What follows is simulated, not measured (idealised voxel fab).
The name of this process module is voxel quadruple lines.
The cross-section on display is named cut; it measures 185 nm wide, and its cells are 5 nm squares.
Cross-section, as written here: a square-cell grid given band by band from the top down, where a band holds one or more rows of cells. The band entry comprises the height of the band's top followed by the height of its bottom, expressed in nm, and subsequently the band's materials from left to right, each stated together with its width in nm. Where a single material is marked with the word "throughout", that material fills the band from edge to edge. The word "air" represents empty space. Counting heights begins at 0, where everything beneath is, in the wafer as received, one material. The lowest band has no bottom; it goes on downwards, as "0 down" shows. Think of "30..40" as a width that walks from the first number to the second as you go down the band, top row to bottom row, taking equal-sized steps from row to row. "remained the same" (step): cross-section cells unchanged, all of them. This entry, "Sealed cavities", enumerates those empty regions of no fewer than 8 cells that possess no open connection to the top. Each region is reported in the form width x height at distance, the distance being taken from the left edge, with all three quantities expressed in nm. Step line, after settings: the simulator's comment on this step. The line of a step may include "overlay nm". On a step with a mask, this value is how far to the right of its planned place the mask lay. A negative value means the mask lay to the left. What follows is a series of pairs. Each pair shows a cross-section before one process step and the cross-section after it, and the after view is drawn only down to the lowest band that changed. Beneath each pair is the step that lies between the two, with its settings. Pairs may come from different runs of this module on the same starting wafer, so a pair continues from the one above it only where its entry headed "Cross-section, before" says so.

## Cross-section, before
  0 down  Si throughout
  Sealed cavities: none

## Result of Step
  10 to 0  Al2O3 throughout
  Everything below 0 is unchanged.
  Sealed cavities: none
So what happened between those two cross-sections up there? CONFORMAL_DEP, material Al2O3, thk nm 10

Cross-section, before: The initial state for this step is given by the after cross-section of the immediately preceding pair.

## Result of Step
  20 to 10  Ru throughout
  Everything below 10 is unchanged.
  Sealed cavities: none
So what happened between those two cross-sections up there? DIRECTIONAL_DEP, material Ru, thk nm 10

Cross-section, before: The initial state for this step is given by the after cross-section of the immediately preceding pair.

## Result of Step
  40 to 20  polySi throughout
  Everything below 20 is unchanged.
  Sealed cavities: none
So what happened between those two cross-sections up there? DIRECTIONAL_DEP, material polySi, thk nm 20

Cross-section, before: The initial state for this step is given by the after cross-section of the immediately preceding pair.

## Result of Step
  60 to 40  aC throughout
  Everything below 40 is unchanged.
  Sealed cavities: none
So what happened between those two cross-sections up there? DIRECTIONAL_DEP, material aC, thk nm 20

Cross-section, before: The initial state for this step is given by the after cross-section of the immediately preceding pair.

## Result of Step
  90 to 60  air: 40, then resist: 25, then air: 55, then resist: 25, then air: 40
  Everything below 60 is unchanged.
  Sealed cavities: none
So what happened between those two cross-sections up there? PATTERN, tone cover, mask id MANDREL, material resist, width nm 25, pitch nm 80, thk nm 30, overlay nm 0

Cross-section, before: The initial state for this step is given by the after cross-section of the immediately preceding pair.

## Result of Step
  70 to 60  air: 40, then resist: 25, then air: 55, then resist: 25, then air: 40
  60 to 40  air: 40, then aC: 25, then air: 55, then aC: 25, then air: 40
  Everything below 40 is unchanged.
  Sealed cavities: none
So what happened between those two cross-sections up there? DIRECTIONAL_ETCH, etch materials aC, depth nm 20

Cross-section, before: The initial state for this step is given by the after cross-section of the immediately preceding pair.

## Result of Step
  60 to 40  air: 40, then aC: 25, then air: 55, then aC: 25, then air: 40
  Everything below 40 is unchanged.
  Sealed cavities: none
So what happened between those two cross-sections up there? STRIP, etch materials resist

Cross-section, before: The initial state for this step is given by the after cross-section of the immediately preceding pair.

## Result of Step
  75 to 60  air: 25, then SiO2: 55, then air: 25, then SiO2: 55, then air: 25
  60 to 55  air: 25, then SiO2: 15, then aC: 25, then SiO2: 15, then air: 25, then SiO2: 15, then aC: 25, then SiO2: 15, then air: 25
  55 to 40  SiO2: 40, then aC: 25, then SiO2: 55, then aC: 25, then SiO2: 40
  Everything below 40 is unchanged.
  Sealed cavities: none
So what happened between those two cross-sections up there? CONFORMAL_DEP, material SiO2, thk nm 15

Cross-section, before: The initial state for this step is given by the after cross-section of the immediately preceding pair.

## Result of Step
  60 to 40  air: 25, then SiO2: 15, then aC: 25, then SiO2: 15, then air: 25, then SiO2: 15, then aC: 25, then SiO2: 15, then air: 25
  Everything below 40 is unchanged.
  Sealed cavities: none
So what happened between those two cross-sections up there? DIRECTIONAL_ETCH, etch materials SiO2, depth nm 15

Cross-section, before: The initial state for this step is given by the after cross-section of the immediately preceding pair.

## Result of Step
  60 to 40  air: 25, then SiO2: 15, then air: 25, then SiO2: 15, then air: 25, then SiO2: 15, then air: 25, then SiO2: 15, then air: 25
  Everything below 40 is unchanged.
  Sealed cavities: none
So what happened between those two cross-sections up there? STRIP, etch materials aC

Cross-section, before: The initial state for this step is given by the after cross-section of the immediately preceding pair.

## Result of Step
  60 to 40  air: 25, then SiO2: 15, then air: 25, then SiO2: 15, then air: 25, then SiO2: 15, then air: 25, then SiO2: 15, then air: 25
  40 to 20  air: 25, then polySi: 15, then air: 25, then polySi: 15, then air: 25, then polySi: 15, then air: 25, then polySi: 15, then air: 25
  Everything below 20 is unchanged.
  Sealed cavities: none
So what happened between those two cross-sections up there? DIRECTIONAL_ETCH, etch materials polySi, depth nm 20

Cross-section, before: The initial state for this step is given by the after cross-section of the immediately preceding pair.

## Result of Step
  40 to 20  air: 25, then polySi: 15, then air: 25, then polySi: 15, then air: 25, then polySi: 15, then air: 25, then polySi: 15, then air: 25
  Everything below 20 is unchanged.
  Sealed cavities: none
So what happened between those two cross-sections up there? STRIP, etch materials SiO2

Cross-section, before: The initial state for this step is given by the after cross-section of the immediately preceding pair.

## Result of Step
  45 to 40  air: 20, then SiN: 25, then air: 15, then SiN: 25, then air: 15, then SiN: 25, then air: 15, then SiN: 25, then air: 20
  40 to 25  air: 20, then SiN: 5, then polySi: 15, then SiN: 5, then air: 15, then SiN: 5, then polySi: 15, then SiN: 5, then air: 15, then SiN: 5, then polySi: 15, then SiN: 5, then air: 15, then SiN: 5, then polySi: 15, then SiN: 5, then air: 20
  25 to 20  SiN: 25, then polySi: 15, then SiN: 25, then polySi: 15, then SiN: 25, then polySi: 15, then SiN: 25, then polySi: 15, then SiN: 25
  Everything below 20 is unchanged.
  Sealed cavities: none
So what happened between those two cross-sections up there? CONFORMAL_DEP, material SiN, thk nm 5

Cross-section, before: The initial state for this step is given by the after cross-section of the immediately preceding pair.

## Result of Step
  40 to 20  air: 20, then SiN: 5, then polySi: 15, then SiN: 5, then air: 15, then SiN: 5, then polySi: 15, then SiN: 5, then air: 15, then SiN: 5, then polySi: 15, then SiN: 5, then air: 15, then SiN: 5, then polySi: 15, then SiN: 5, then air: 20
  Everything below 20 is unchanged.
  Sealed cavities: none
So what happened between those two cross-sections up there? DIRECTIONAL_ETCH, etch materials SiN, depth nm 5

Cross-section, before: The initial state for this step is given by the after cross-section of the immediately preceding pair.

## Result of Step
  40 to 20  air: 20, then SiN: 5, then air: 15, then SiN: 5, then air: 15, then SiN: 5, then air: 15, then SiN: 5, then air: 15, then SiN: 5, then air: 15, then SiN: 5, then air: 15, then SiN: 5, then air: 15, then SiN: 5, then air: 20
  Everything below 20 is unchanged.
  Sealed cavities: none
So what happened between those two cross-sections up there? STRIP, etch materials polySi

Cross-section, before: The initial state for this step is given by the after cross-section of the immediately preceding pair.

## Result of Step
  40 to 20  air: 20, then SiN: 5, then air: 15, then SiN: 5, then air: 15, then SiN: 5, then air: 15, then SiN: 5, then air: 15, then SiN: 5, then air: 15, then SiN: 5, then air: 15, then SiN: 5, then air: 15, then SiN: 5, then air: 20
  20 to 10  air: 20, then Ru: 5, then air: 15, then Ru: 5, then air: 15, then Ru: 5, then air: 15, then Ru: 5, then air: 15, then Ru: 5, then air: 15, then Ru: 5, then air: 15, then Ru: 5, then air: 15, then Ru: 5, then air: 20
  Everything below 10 is unchanged.
  Sealed cavities: none
So what happened between those two cross-sections up there? DIRECTIONAL_ETCH, etch materials Ru, depth nm 10

Cross-section, before: The initial state for this step is given by the after cross-section of the immediately preceding pair.

## Result of Step
  20 to 10  air: 20, then Ru: 5, then air: 15, then Ru: 5, then air: 15, then Ru: 5, then air: 15, then Ru: 5, then air: 15, then Ru: 5, then air: 15, then Ru: 5, then air: 15, then Ru: 5, then air: 15, then Ru: 5, then air: 20
  Everything below 10 is unchanged.
  Sealed cavities: none
So what happened between those two cross-sections up there? STRIP, etch materials SiN

## Cross-section, before
  0 down  Si throughout
  Sealed cavities: none

## Result of Step
  10 to 0  Ru throughout
  Everything below 0 is unchanged.
  Sealed cavities: none
So what happened between those two cross-sections up there? DIRECTIONAL_DEP, material Ru, thk nm 10

Cross-section, before: The initial state for this step is given by the after cross-section of the immediately preceding pair.

## Result of Step
  30 to 10  polySi throughout
  Everything below 10 is unchanged.
  Sealed cavities: none
So what happened between those two cross-sections up there? DIRECTIONAL_DEP, material polySi, thk nm 20

Cross-section, before: The initial state for this step is given by the after cross-section of the immediately preceding pair.

## Result of Step
  50 to 30  aC throughout
  Everything below 30 is unchanged.
  Sealed cavities: none
So what happened between those two cross-sections up there? DIRECTIONAL_DEP, material aC, thk nm 20

Cross-section, before: The initial state for this step is given by the after cross-section of the immediately preceding pair.

## Result of Step
  80 to 50  air: 40, then resist: 25, then air: 55, then resist: 25, then air: 40
  Everything below 50 is unchanged.
  Sealed cavities: none
So what happened between those two cross-sections up there? PATTERN, tone cover, mask id MANDREL, material resist, width nm 25, pitch nm 80, thk nm 30, overlay nm 0

Cross-section, before: The initial state for this step is given by the after cross-section of the immediately preceding pair.

## Result of Step
  60 to 50  air: 40, then resist: 25, then air: 55, then resist: 25, then air: 40
  50 to 30  air: 40, then aC: 25, then air: 55, then aC: 25, then air: 40
  Everything below 30 is unchanged.
  Sealed cavities: none
So what happened between those two cross-sections up there? DIRECTIONAL_ETCH, etch materials aC, depth nm 20

Cross-section, before: The initial state for this step is given by the after cross-section of the immediately preceding pair.

## Result of Step
  50 to 30  air: 40, then aC: 25, then air: 55, then aC: 25, then air: 40
  Everything below 30 is unchanged.
  Sealed cavities: none
So what happened between those two cross-sections up there? STRIP, etch materials resist

Cross-section, before: The initial state for this step is given by the after cross-section of the immediately preceding pair.

## Result of Step
  65 to 50  air: 25, then SiO2: 55, then air: 25, then SiO2: 55, then air: 25
  50 to 45  air: 25, then SiO2: 15, then aC: 25, then SiO2: 15, then air: 25, then SiO2: 15, then aC: 25, then SiO2: 15, then air: 25
  45 to 30  SiO2: 40, then aC: 25, then SiO2: 55, then aC: 25, then SiO2: 40
  Everything below 30 is unchanged.
  Sealed cavities: none
So what happened between those two cross-sections up there? CONFORMAL_DEP, material SiO2, thk nm 15

Cross-section, before: The initial state for this step is given by the after cross-section of the immediately preceding pair.

## Result of Step
  50 to 30  air: 25, then SiO2: 15, then aC: 25, then SiO2: 15, then air: 25, then SiO2: 15, then aC: 25, then SiO2: 15, then air: 25
  Everything below 30 is unchanged.
  Sealed cavities: none
So what happened between those two cross-sections up there? DIRECTIONAL_ETCH, etch materials SiO2, depth nm 15

Cross-section, before: The initial state for this step is given by the after cross-section of the immediately preceding pair.

## Result of Step
  50 to 30  air: 25, then SiO2: 15, then air: 25, then SiO2: 15, then air: 25, then SiO2: 15, then air: 25, then SiO2: 15, then air: 25
  Everything below 30 is unchanged.
  Sealed cavities: none
So what happened between those two cross-sections up there? STRIP, etch materials aC

Cross-section, before: The initial state for this step is given by the after cross-section of the immediately preceding pair.

## Result of Step
  50 to 30  air: 25, then SiO2: 15, then air: 25, then SiO2: 15, then air: 25, then SiO2: 15, then air: 25, then SiO2: 15, then air: 25
  30 to 10  air: 25, then polySi: 15, then air: 25, then polySi: 15, then air: 25, then polySi: 15, then air: 25, then polySi: 15, then air: 25
  Everything below 10 is unchanged.
  Sealed cavities: none
So what happened between those two cross-sections up there? DIRECTIONAL_ETCH, etch materials polySi, depth nm 20

Cross-section, before: The initial state for this step is given by the after cross-section of the immediately preceding pair.

## Result of Step
  30 to 10  air: 25, then polySi: 15, then air: 25, then polySi: 15, then air: 25, then polySi: 15, then air: 25, then polySi: 15, then air: 25
  Everything below 10 is unchanged.
  Sealed cavities: none
So what happened between those two cross-sections up there? STRIP, etch materials SiO2

Cross-section, before: The initial state for this step is given by the after cross-section of the immediately preceding pair.

## Result of Step
  35 to 30  air: 20, then SiN: 25, then air: 15, then SiN: 25, then air: 15, then SiN: 25, then air: 15, then SiN: 25, then air: 20
  30 to 15  air: 20, then SiN: 5, then polySi: 15, then SiN: 5, then air: 15, then SiN: 5, then polySi: 15, then SiN: 5, then air: 15, then SiN: 5, then polySi: 15, then SiN: 5, then air: 15, then SiN: 5, then polySi: 15, then SiN: 5, then air: 20
  15 to 10  SiN: 25, then polySi: 15, then SiN: 25, then polySi: 15, then SiN: 25, then polySi: 15, then SiN: 25, then polySi: 15, then SiN: 25
  Everything below 10 is unchanged.
  Sealed cavities: none
So what happened between those two cross-sections up there? CONFORMAL_DEP, material SiN, thk nm 5

Cross-section, before: The initial state for this step is given by the after cross-section of the immediately preceding pair.

## Result of Step
  30 to 10  air: 20, then SiN: 5, then polySi: 15, then SiN: 5, then air: 15, then SiN: 5, then polySi: 15, then SiN: 5, then air: 15, then SiN: 5, then polySi: 15, then SiN: 5, then air: 15, then SiN: 5, then polySi: 15, then SiN: 5, then air: 20
  Everything below 10 is unchanged.
  Sealed cavities: none
So what happened between those two cross-sections up there? DIRECTIONAL_ETCH, etch materials SiN, depth nm 5

Cross-section, before: The initial state for this step is given by the after cross-section of the immediately preceding pair.

## Result of Step
  30 to 10  air: 20, then SiN: 5, then air: 15, then SiN: 5, then air: 15, then SiN: 5, then air: 15, then SiN: 5, then air: 15, then SiN: 5, then air: 15, then SiN: 5, then air: 15, then SiN: 5, then air: 15, then SiN: 5, then air: 20
  Everything below 10 is unchanged.
  Sealed cavities: none
So what happened between those two cross-sections up there? STRIP, etch materials polySi

Cross-section, before: The initial state for this step is given by the after cross-section of the immediately preceding pair.

## Result of Step
  30 to 10  air: 20, then SiN: 5, then air: 15, then SiN: 5, then air: 15, then SiN: 5, then air: 15, then SiN: 5, then air: 15, then SiN: 5, then air: 15, then SiN: 5, then air: 15, then SiN: 5, then air: 15, then SiN: 5, then air: 20
  10 to 0  air: 20, then Ru: 5, then air: 15, then Ru: 5, then air: 15, then Ru: 5, then air: 15, then Ru: 5, then air: 15, then Ru: 5, then air: 15, then Ru: 5, then air: 15, then Ru: 5, then air: 15, then Ru: 5, then air: 20
  Everything below 0 is unchanged.
  Sealed cavities: none
So what happened between those two cross-sections up there? DIRECTIONAL_ETCH, etch materials Ru, depth nm 10

Cross-section, before: The initial state for this step is given by the after cross-section of the immediately preceding pair.

## Result of Step
  10 to 0  air: 20, then Ru: 5, then air: 15, then Ru: 5, then air: 15, then Ru: 5, then air: 15, then Ru: 5, then air: 15, then Ru: 5, then air: 15, then Ru: 5, then air: 15, then Ru: 5, then air: 15, then Ru: 5, then air: 20
  Everything below 0 is unchanged.
  Sealed cavities: none
So what happened between those two cross-sections up there? STRIP, etch materials SiN

## Cross-section, before
  20 to 10  Ru throughout
  10 to 0  Al2O3 throughout
  0 down  Si throughout
  Sealed cavities: none

## Result of Step
  40 to 20  aC throughout
  Everything below 20 is unchanged.
  Sealed cavities: none
So what happened between those two cross-sections up there? DIRECTIONAL_DEP, material aC, thk nm 20

Cross-section, before: The initial state for this step is given by the after cross-section of the immediately preceding pair.

## Result of Step
  60 to 40  polySi throughout
  Everything below 40 is unchanged.
  Sealed cavities: none
So what happened between those two cross-sections up there? DIRECTIONAL_DEP, material polySi, thk nm 20

Cross-section, before: The initial state for this step is given by the after cross-section of the immediately preceding pair.

## Result of Step
  90 to 60  air: 40, then resist: 25, then air: 55, then resist: 25, then air: 40
  Everything below 60 is unchanged.
  Sealed cavities: none
So what happened between those two cross-sections up there? PATTERN, tone cover, mask id MANDREL, material resist, width nm 25, pitch nm 80, thk nm 30, overlay nm 0

Cross-section, before: The initial state for this step is given by the after cross-section of the immediately preceding pair.

## Result of Step
  70 to 60  air: 40, then resist: 25, then air: 55, then resist: 25, then air: 40
  Everything below 60 is unchanged.
  Sealed cavities: none
So what happened between those two cross-sections up there? DIRECTIONAL_ETCH, etch materials aC, depth nm 20

Cross-section, before: The initial state for this step is given by the after cross-section of the immediately preceding pair.

## Result of Step
  60 to 40  polySi throughout
  Everything below 40 is unchanged.
  Sealed cavities: none
So what happened between those two cross-sections up there? STRIP, etch materials resist

Cross-section, before: The initial state for this step is given by the after cross-section of the immediately preceding pair.

## Result of Step
  75 to 60  SiO2 throughout
  Everything below 60 is unchanged.
  Sealed cavities: none
So what happened between those two cross-sections up there? CONFORMAL_DEP, material SiO2, thk nm 15

Cross-section, before: The initial state for this step is given by the after cross-section of the immediately preceding pair.

## Result of Step
  60 to 40  polySi throughout
  Everything below 40 is unchanged.
  Sealed cavities: none
So what happened between those two cross-sections up there? DIRECTIONAL_ETCH, etch materials SiO2, depth nm 15

Cross-section, before: The initial state for this step is given by the after cross-section of the immediately preceding pair.

## Result of Step
  40 to 20  aC throughout
  Everything below 20 is unchanged.
  Sealed cavities: none
So what happened between those two cross-sections up there? DIRECTIONAL_ETCH, etch materials polySi, depth nm 20

Cross-section, before: The initial state for this step is given by the after cross-section of the immediately preceding pair.

## Result of Step
  45 to 40  SiN throughout
  Everything below 40 is unchanged.
  Sealed cavities: none
So what happened between those two cross-sections up there? CONFORMAL_DEP, material SiN, thk nm 5

Cross-section, before: The initial state for this step is given by the after cross-section of the immediately preceding pair.

## Result of Step
  40 to 20  aC throughout
  Everything below 20 is unchanged.
  Sealed cavities: none
So what happened between those two cross-sections up there? DIRECTIONAL_ETCH, etch materials SiN, depth nm 5

## Cross-section, before
  10 to 0  Al2O3 throughout
  0 down  Si throughout
  Sealed cavities: none

## Result of Step
  25 to 10  Ru throughout
  Everything below 10 is unchanged.
  Sealed cavities: none
So what happened between those two cross-sections up there? DIRECTIONAL_DEP, material Ru, thk nm 15

Cross-section, before: The initial state for this step is given by the after cross-section of the immediately preceding pair.

## Result of Step
  45 to 25  polySi throughout
  Everything below 25 is unchanged.
  Sealed cavities: none
So what happened between those two cross-sections up there? DIRECTIONAL_DEP, material polySi, thk nm 20

Cross-section, before: The initial state for this step is given by the after cross-section of the immediately preceding pair.

## Result of Step
  65 to 45  aC throughout
  Everything below 45 is unchanged.
  Sealed cavities: none
So what happened between those two cross-sections up there? DIRECTIONAL_DEP, material aC, thk nm 20

Cross-section, before: The initial state for this step is given by the after cross-section of the immediately preceding pair.

## Result of Step
  95 to 65  air: 40, then resist: 25, then air: 55, then resist: 25, then air: 40
  Everything below 65 is unchanged.
  Sealed cavities: none
So what happened between those two cross-sections up there? PATTERN, tone cover, mask id MANDREL, material resist, width nm 25, pitch nm 80, thk nm 30, overlay nm 0

Cross-section, before: The initial state for this step is given by the after cross-section of the immediately preceding pair.

## Result of Step
  75 to 65  air: 40, then resist: 25, then air: 55, then resist: 25, then air: 40
  65 to 45  air: 40, then aC: 25, then air: 55, then aC: 25, then air: 40
  Everything below 45 is unchanged.
  Sealed cavities: none
So what happened between those two cross-sections up there? DIRECTIONAL_ETCH, etch materials aC, depth nm 20

Cross-section, before: The initial state for this step is given by the after cross-section of the immediately preceding pair.

## Result of Step
  65 to 45  air: 40, then aC: 25, then air: 55, then aC: 25, then air: 40
  Everything below 45 is unchanged.
  Sealed cavities: none
So what happened between those two cross-sections up there? STRIP, etch materials resist

Cross-section, before: The initial state for this step is given by the after cross-section of the immediately preceding pair.

## Result of Step
  80 to 65  air: 25, then SiO2: 55, then air: 25, then SiO2: 55, then air: 25
  65 to 60  air: 25, then SiO2: 15, then aC: 25, then SiO2: 15, then air: 25, then SiO2: 15, then aC: 25, then SiO2: 15, then air: 25
  60 to 45  SiO2: 40, then aC: 25, then SiO2: 55, then aC: 25, then SiO2: 40
  Everything below 45 is unchanged.
  Sealed cavities: none
So what happened between those two cross-sections up there? CONFORMAL_DEP, material SiO2, thk nm 15

Cross-section, before: The initial state for this step is given by the after cross-section of the immediately preceding pair.

## Result of Step
  65 to 45  air: 25, then SiO2: 15, then aC: 25, then SiO2: 15, then air: 25, then SiO2: 15, then aC: 25, then SiO2: 15, then air: 25
  Everything below 45 is unchanged.
  Sealed cavities: none
So what happened between those two cross-sections up there? DIRECTIONAL_ETCH, etch materials SiO2, depth nm 15

Cross-section, before: The initial state for this step is given by the after cross-section of the immediately preceding pair.

## Result of Step
  65 to 45  air: 25, then SiO2: 15, then air: 25, then SiO2: 15, then air: 25, then SiO2: 15, then air: 25, then SiO2: 15, then air: 25
  Everything below 45 is unchanged.
  Sealed cavities: none
So what happened between those two cross-sections up there? STRIP, etch materials aC

Cross-section, before: The initial state for this step is given by the after cross-section of the immediately preceding pair.

## Result of Step
  65 to 45  air: 25, then SiO2: 15, then air: 25, then SiO2: 15, then air: 25, then SiO2: 15, then air: 25, then SiO2: 15, then air: 25
  45 to 25  air: 25, then polySi: 15, then air: 25, then polySi: 15, then air: 25, then polySi: 15, then air: 25, then polySi: 15, then air: 25
  Everything below 25 is unchanged.
  Sealed cavities: none
So what happened between those two cross-sections up there? DIRECTIONAL_ETCH, etch materials polySi, depth nm 20

Cross-section, before: The initial state for this step is given by the after cross-section of the immediately preceding pair.

## Result of Step
  45 to 25  air: 25, then polySi: 15, then air: 25, then polySi: 15, then air: 25, then polySi: 15, then air: 25, then polySi: 15, then air: 25
  Everything below 25 is unchanged.
  Sealed cavities: none
So what happened between those two cross-sections up there? STRIP, etch materials SiO2

Cross-section, before: The initial state for this step is given by the after cross-section of the immediately preceding pair.

## Result of Step
  50 to 45  air: 20, then SiN: 25, then air: 15, then SiN: 25, then air: 15, then SiN: 25, then air: 15, then SiN: 25, then air: 20
  45 to 30  air: 20, then SiN: 5, then polySi: 15, then SiN: 5, then air: 15, then SiN: 5, then polySi: 15, then SiN: 5, then air: 15, then SiN: 5, then polySi: 15, then SiN: 5, then air: 15, then SiN: 5, then polySi: 15, then SiN: 5, then air: 20
  30 to 25  SiN: 25, then polySi: 15, then SiN: 25, then polySi: 15, then SiN: 25, then polySi: 15, then SiN: 25, then polySi: 15, then SiN: 25
  Everything below 25 is unchanged.
  Sealed cavities: none
So what happened between those two cross-sections up there? CONFORMAL_DEP, material SiN, thk nm 5

Cross-section, before: The initial state for this step is given by the after cross-section of the immediately preceding pair.

## Result of Step
  45 to 25  air: 20, then SiN: 5, then polySi: 15, then SiN: 5, then air: 15, then SiN: 5, then polySi: 15, then SiN: 5, then air: 15, then SiN: 5, then polySi: 15, then SiN: 5, then air: 15, then SiN: 5, then polySi: 15, then SiN: 5, then air: 20
  Everything below 25 is unchanged.
  Sealed cavities: none
So what happened between those two cross-sections up there? DIRECTIONAL_ETCH, etch materials SiN, depth nm 5

Cross-section, before: The initial state for this step is given by the after cross-section of the immediately preceding pair.

## Result of Step
  45 to 25  air: 20, then SiN: 5, then air: 15, then SiN: 5, then air: 15, then SiN: 5, then air: 15, then SiN: 5, then air: 15, then SiN: 5, then air: 15, then SiN: 5, then air: 15, then SiN: 5, then air: 15, then SiN: 5, then air: 20
  Everything below 25 is unchanged.
  Sealed cavities: none
So what happened between those two cross-sections up there? STRIP, etch materials polySi

Cross-section, before: The initial state for this step is given by the after cross-section of the immediately preceding pair.

## Result of Step
  45 to 25  air: 20, then SiN: 5, then air: 15, then SiN: 5, then air: 15, then SiN: 5, then air: 15, then SiN: 5, then air: 15, then SiN: 5, then air: 15, then SiN: 5, then air: 15, then SiN: 5, then air: 15, then SiN: 5, then air: 20
  25 to 15  air: 20, then Ru: 5, then air: 15, then Ru: 5, then air: 15, then Ru: 5, then air: 15, then Ru: 5, then air: 15, then Ru: 5, then air: 15, then Ru: 5, then air: 15, then Ru: 5, then air: 15, then Ru: 5, then air: 20
  Everything below 15 is unchanged.
  Sealed cavities: none
So what happened between those two cross-sections up there? DIRECTIONAL_ETCH, etch materials Ru, depth nm 10

Cross-section, before: The initial state for this step is given by the after cross-section of the immediately preceding pair.

## Result of Step
  25 to 15  air: 20, then Ru: 5, then air: 15, then Ru: 5, then air: 15, then Ru: 5, then air: 15, then Ru: 5, then air: 15, then Ru: 5, then air: 15, then Ru: 5, then air: 15, then Ru: 5, then air: 15, then Ru: 5, then air: 20
  Everything below 15 is unchanged.
  Sealed cavities: none
So what happened between those two cross-sections up there? STRIP, etch materials SiN

## Cross-section, before
  60 to 40  aC throughout
  40 to 20  polySi throughout
  20 to 10  Ru throughout
  10 to 0  Al2O3 throughout
  0 down  Si throughout
  Sealed cavities: none

## Result of Step
  90 to 60  air: 45, then resist: 20, then air: 60, then resist: 20, then air: 40
  Everything below 60 is unchanged.
  Sealed cavities: none
So what happened between those two cross-sections up there? PATTERN, tone cover, mask id MANDREL, material resist, width nm 20, pitch nm 80, thk nm 30, overlay nm 0

Cross-section, before: The initial state for this step is given by the after cross-section of the immediately preceding pair.

## Result of Step
  70 to 60  air: 45, then resist: 20, then air: 60, then resist: 20, then air: 40
  60 to 40  air: 45, then aC: 20, then air: 60, then aC: 20, then air: 40
  Everything below 40 is unchanged.
  Sealed cavities: none
So what happened between those two cross-sections up there? DIRECTIONAL_ETCH, etch materials aC, depth nm 20

Cross-section, before: The initial state for this step is given by the after cross-section of the immediately preceding pair.

## Result of Step
  60 to 40  air: 45, then aC: 20, then air: 60, then aC: 20, then air: 40
  Everything below 40 is unchanged.
  Sealed cavities: none
So what happened between those two cross-sections up there? STRIP, etch materials resist

Cross-section, before: The initial state for this step is given by the after cross-section of the immediately preceding pair.

## Result of Step
  75 to 60  air: 30, then SiO2: 50, then air: 30, then SiO2: 50, then air: 25
  60 to 55  air: 30, then SiO2: 15, then aC: 20, then SiO2: 15, then air: 30, then SiO2: 15, then aC: 20, then SiO2: 15, then air: 25
  55 to 40  SiO2: 45, then aC: 20, then SiO2: 60, then aC: 20, then SiO2: 40
  Everything below 40 is unchanged.
  Sealed cavities: none
So what happened between those two cross-sections up there? CONFORMAL_DEP, material SiO2, thk nm 15

Cross-section, before: The initial state for this step is given by the after cross-section of the immediately preceding pair.

## Result of Step
  60 to 40  air: 30, then SiO2: 15, then aC: 20, then SiO2: 15, then air: 30, then SiO2: 15, then aC: 20, then SiO2: 15, then air: 25
  Everything below 40 is unchanged.
  Sealed cavities: none
So what happened between those two cross-sections up there? DIRECTIONAL_ETCH, etch materials SiO2, depth nm 15

Cross-section, before: The initial state for this step is given by the after cross-section of the immediately preceding pair.

## Result of Step
  60 to 40  air: 30, then SiO2: 15, then air: 20, then SiO2: 15, then air: 30, then SiO2: 15, then air: 20, then SiO2: 15, then air: 25
  Everything below 40 is unchanged.
  Sealed cavities: none
So what happened between those two cross-sections up there? STRIP, etch materials aC

Cross-section, before: The initial state for this step is given by the after cross-section of the immediately preceding pair.

## Result of Step
  60 to 40  air: 30, then SiO2: 15, then air: 20, then SiO2: 15, then air: 30, then SiO2: 15, then air: 20, then SiO2: 15, then air: 25
  40 to 20  air: 30, then polySi: 15, then air: 20, then polySi: 15, then air: 30, then polySi: 15, then air: 20, then polySi: 15, then air: 25
  Everything below 20 is unchanged.
  Sealed cavities: none
So what happened between those two cross-sections up there? DIRECTIONAL_ETCH, etch materials polySi, depth nm 20

Cross-section, before: The initial state for this step is given by the after cross-section of the immediately preceding pair.

## Result of Step
  40 to 20  air: 30, then polySi: 15, then air: 20, then polySi: 15, then air: 30, then polySi: 15, then air: 20, then polySi: 15, then air: 25
  Everything below 20 is unchanged.
  Sealed cavities: none
So what happened between those two cross-sections up there? STRIP, etch materials SiO2

Cross-section, before: The initial state for this step is given by the after cross-section of the immediately preceding pair.

## Result of Step
  45 to 40  air: 25, then SiN: 25, then air: 10, then SiN: 25, then air: 20, then SiN: 25, then air: 10, then SiN: 25, then air: 20
  40 to 25  air: 25, then SiN: 5, then polySi: 15, then SiN: 5, then air: 10, then SiN: 5, then polySi: 15, then SiN: 5, then air: 20, then SiN: 5, then polySi: 15, then SiN: 5, then air: 10, then SiN: 5, then polySi: 15, then SiN: 5, then air: 20
  25 to 20  SiN: 30, then polySi: 15, then SiN: 20, then polySi: 15, then SiN: 30, then polySi: 15, then SiN: 20, then polySi: 15, then SiN: 25
  Everything below 20 is unchanged.
  Sealed cavities: none
So what happened between those two cross-sections up there? CONFORMAL_DEP, material SiN, thk nm 5

Cross-section, before: The initial state for this step is given by the after cross-section of the immediately preceding pair.

## Result of Step
  40 to 20  air: 25, then SiN: 5, then polySi: 15, then SiN: 5, then air: 10, then SiN: 5, then polySi: 15, then SiN: 5, then air: 20, then SiN: 5, then polySi: 15, then SiN: 5, then air: 10, then SiN: 5, then polySi: 15, then SiN: 5, then air: 20
  Everything below 20 is unchanged.
  Sealed cavities: none
So what happened between those two cross-sections up there? DIRECTIONAL_ETCH, etch materials SiN, depth nm 5

Cross-section, before: The initial state for this step is given by the after cross-section of the immediately preceding pair.

## Result of Step
  40 to 20  air: 25, then SiN: 5, then air: 15, then SiN: 5, then air: 10, then SiN: 5, then air: 15, then SiN: 5, then air: 20, then SiN: 5, then air: 15, then SiN: 5, then air: 10, then SiN: 5, then air: 15, then SiN: 5, then air: 20
  Everything below 20 is unchanged.
  Sealed cavities: none
So what happened between those two cross-sections up there? STRIP, etch materials polySi

Cross-section, before: The initial state for this step is given by the after cross-section of the immediately preceding pair.

## Result of Step
  40 to 20  air: 25, then SiN: 5, then air: 15, then SiN: 5, then air: 10, then SiN: 5, then air: 15, then SiN: 5, then air: 20, then SiN: 5, then air: 15, then SiN: 5, then air: 10, then SiN: 5, then air: 15, then SiN: 5, then air: 20
  20 to 10  air: 25, then Ru: 5, then air: 15, then Ru: 5, then air: 10, then Ru: 5, then air: 15, then Ru: 5, then air: 20, then Ru: 5, then air: 15, then Ru: 5, then air: 10, then Ru: 5, then air: 15, then Ru: 5, then air: 20
  Everything below 10 is unchanged.
  Sealed cavities: none
So what happened between those two cross-sections up there? DIRECTIONAL_ETCH, etch materials Ru, depth nm 10

Cross-section, before: The initial state for this step is given by the after cross-section of the immediately preceding pair.

## Result of Step
  20 to 10  air: 25, then Ru: 5, then air: 15, then Ru: 5, then air: 10, then Ru: 5, then air: 15, then Ru: 5, then air: 20, then Ru: 5, then air: 15, then Ru: 5, then air: 10, then Ru: 5, then air: 15, then Ru: 5, then air: 20
  Everything below 10 is unchanged.
  Sealed cavities: none
So what happened between those two cross-sections up there? STRIP, etch materials SiN
